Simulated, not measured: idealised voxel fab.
This section sets out a process module, namely voxel local oxidation.
Shown is cross-section cut, with a width of 230 nm and square cells of size 5 nm.
Cross-section = grid of square cells, listed top down in bands; band = one or more rows.
A band entry consists of two parts. The first gives the height of the band's top and the height of its bottom, in nm. The rest lists the band's materials from left to right, each with its width in nm. A single material labelled with the word "all across" fills the band from edge to edge, and the word "blank" marks empty space.
All heights in this document are referenced to 0, defined as the level beneath which the wafer, as received, consists entirely of one material. The lowest band is not bounded below; it extends indefinitely downward and is written in the form "top 0, no bottom".
Graded width ("30..40"): value in top row of band = first number; value in bottom row = second number; row-to-row change constant.
"identical to before" -> step changed no cross-section cell.
The label "Enclosed cavity list" introduces a list of the empty spaces, 8 cells or larger, that have no open way up to the top; each entry in it reads width x height at distance, where the distance is taken from the left edge and all three are stated in nm.
Past the settings on a step's line: simulator remark, on that step.
overlay nm: mask offset rightward from planned place, masked step; negative means leftward offset.
Steps planned for the process
1 RECEIVE | material Si
2 CONFORMAL_DEP | material SiO2 | thk nm 5
3 CONFORMAL_DEP | material SiN | thk nm 10
4 PATTERN | tone cover | mask id ACTIVE | material resist | width nm 100 | thk nm 20 | overlay nm 0
5 DIRECTIONAL_ETCH | etch materials SiN | depth nm 10
6 STRIP | etch materials resist
7 SELECTIVE_ETCH | etch materials SiO2 | depth nm 5
8 OXIDIZE | depth nm 10
9 STRIP | etch materials SiN
The value of width nm given for step 4 in the plan refers to the first wafer; the wafers vary in this setting and are alike at the start.
Cross-sectional view of the first of several wafers in the as-received condition, corresponding to the state following step 1
  top 0, no bottom  Si all across
  Enclosed cavity list: none
Depicted here is the first of several wafers in cross-section, at module completion following the last step, step 9
  top 5, bottom 0  blank 70 nm  SiO2 90 nm  blank 70 nm
  top 0, bottom -10  SiO2 80 nm  Si 70 nm  SiO2 80 nm
  top -10, no bottom  Si all across
  Enclosed cavity list: none
Cross-section, module end, final of several wafers
  top 5, bottom 0  blank 60 nm  SiO2 115 nm  blank 55 nm
  top 0, bottom -10  SiO2 70 nm  Si 95 nm  SiO2 65 nm
  top -10, no bottom  Si all across
  Enclosed cavity list: none
So in this table every wafer gets its own row, and what you see is where it stands at the end of the module: for each material, how many cells it picked up (+) or gave up (-) since we received it, and after that its closed voids
width nm 100; -64 Si; +82 SiO2; Enclosed cavity list: none
width nm 105; -62 Si; +81 SiO2; Enclosed cavity list: none
width nm 110; -60 Si; +80 SiO2; Enclosed cavity list: none
width nm 115; -58 Si; +79 SiO2; Enclosed cavity list: none
width nm 120; -56 Si; +78 SiO2; Enclosed cavity list: none
width nm 125; -54 Si; +77 SiO2; Enclosed cavity list: none
